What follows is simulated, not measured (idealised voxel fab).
Presented below is a process module, voxel wiring stack.
This is section cut - it's 150 nm across, gridded in 5 nm square cells.
Cross-section format: a grid of square cells, given as bands from top to bottom; each band is one or more rows of cells.
The entry gives the band's vertical extent as a top height and a bottom height in nm, then its horizontal make-up as materials from left to right, each with a width in nm. "blank" stands for empty space; a single material marked "all across" fills the band edge to edge.
Beneath 0, the wafer as received is one material, and that level is where height counting begins. The lowest band goes on downward without a bottom; it is written like "0 nm and below".
With a width like "30->40", each row of cells in the band differs from the next by the same amount, the top row carrying the first number and the bottom row the second.
"no modification" for a step: no cell of the cross-section changed in that step.
In "Catalogued sealed voids" the enclosed voids are listed, meaning empty spaces of 8 cells or larger without any opening to the top. The form is width x height at distance, distance from the left edge, units nm.
after a step's settings: what the simulator itself notes on the step
Steps that use a mask can have "overlay nm" on their line. It says how far the mask sat to the right of where it was meant to be. Negative means to the left.
## Process steps - plan
1: RECEIVE [material Si]
2: CONFORMAL_DEP [material SiO2] [thk nm 15]
3: CONFORMAL_DEP [material SiCN] [thk nm 5]
4: DIRECTIONAL_DEP [material SiO2] [thk nm 15]
5: DIRECTIONAL_DEP [material aC] [thk nm 10]
6: PATTERN [tone open] [mask id METAL_1] [material resist] [width nm 25] [pitch nm 40] [thk nm 25] [overlay nm 0]
7: DIRECTIONAL_ETCH [etch materials aC] [depth nm 10]
8: STRIP [etch materials resist]
9: DIRECTIONAL_ETCH [etch materials SiO2] [depth nm 15]
10: DIRECTIONAL_ETCH [etch materials SiCN] [depth nm 5]
11: STRIP [etch materials aC]
12: CONFORMAL_DEP [material TiN] [thk nm 5]
13: FILL_DEP [material Cu] [thk nm 5]
14: CMP [height nm 35]
15: CONFORMAL_DEP [material SiCN] [thk nm 5]
16: DIRECTIONAL_DEP [material lowk] [thk nm 30]
17: DIRECTIONAL_DEP [material aC] [thk nm 15]
18: PATTERN [tone open] [mask id METAL_2] [material resist] [width nm 25] [pitch nm 40] [thk nm 30] [overlay nm 0]
19: DIRECTIONAL_ETCH [etch materials aC] [depth nm 15]
20: STRIP [etch materials resist]
21: DIRECTIONAL_ETCH [etch materials lowk] [depth nm 15]
22: STRIP [etch materials aC]
23: MASKED_ETCH [tone open] [mask id METAL_2_HOLES] [width nm 15] [pitch nm 80] [etch materials lowk] [depth nm 15] [overlay nm 0]
24: MASKED_ETCH [tone open] [mask id METAL_2_HOLES] [width nm 15] [pitch nm 80] [etch materials SiCN] [depth nm 5] [overlay nm 0]
25: CONFORMAL_DEP [material TiN] [thk nm 5]
26: FILL_DEP [material Ru] [thk nm 10]
27: CMP [height nm 70]
28: CONFORMAL_DEP [material SiN] [thk nm 5]
## Cross-section, incoming material, after step 1
  0 nm and below: Si all across
  Catalogued sealed voids: none
## first wafer at the end, as planned
  75 nm to 70 nm: SiN all across
  70 nm to 60 nm: 20 of lowk  5 of TiN  15 of Ru  5 of TiN  15 of lowk  5 of TiN  15 of Ru  5 of TiN  15 of lowk  5 of TiN  15 of Ru  5 of TiN  25 of lowk
  60 nm to 55 nm: 20 of lowk  5 of TiN  5 of Ru  15 of TiN  15 of lowk  25 of TiN  15 of lowk  5 of TiN  5 of Ru  15 of TiN  25 of lowk
  55 nm to 40 nm: 20 of lowk  5 of TiN  5 of Ru  5 of TiN  65 of lowk  5 of TiN  5 of Ru  5 of TiN  35 of lowk
  40 nm to 35 nm: 20 of SiCN  15 of TiN  65 of SiCN  15 of TiN  35 of SiCN
  35 nm to 20 nm: 20 of SiO2  5 of TiN  15 of Cu  5 of TiN  15 of SiO2  5 of TiN  15 of Cu  5 of TiN  15 of SiO2  5 of TiN  15 of Cu  5 of TiN  25 of SiO2
  20 nm to 15 nm: 20 of SiCN  25 of TiN  15 of SiCN  25 of TiN  15 of SiCN  25 of TiN  25 of SiCN
  15 nm to 0 nm: SiO2 all across
  0 nm and below: Si all across
  Catalogued sealed voids: none
## Cross-section of the latter of the two wafers at module completion. It had an identical start and an identical plan to the former; in running it, one mistake was made
  75 nm to 70 nm: SiN all across
  70 nm to 60 nm: 25 of lowk  15 of Ru  25 of lowk  15 of Ru  25 of lowk  15 of Ru  30 of lowk
  60 nm to 40 nm: 25 of lowk  5 of Ru  75 of lowk  5 of Ru  40 of lowk
  40 nm to 35 nm: 20 of SiCN  15 of lowk  65 of SiCN  15 of lowk  35 of SiCN
  35 nm to 20 nm: 20 of SiO2  5 of TiN  15 of Cu  5 of TiN  15 of SiO2  5 of TiN  15 of Cu  5 of TiN  15 of SiO2  5 of TiN  15 of Cu  5 of TiN  25 of SiO2
  20 nm to 15 nm: 20 of SiCN  25 of TiN  15 of SiCN  25 of TiN  15 of SiCN  25 of TiN  25 of SiCN
  15 nm to 0 nm: SiO2 all across
  0 nm and below: Si all across
  Catalogued sealed voids: none
Run error: heads up, step 25 didn't go per plan, it actually ran as CONFORMAL_DEP [material lowk] [thk nm 5]
The second wafer ends with more or fewer cells of some materials than the first, per final count: -43 TiN, +43 lowk
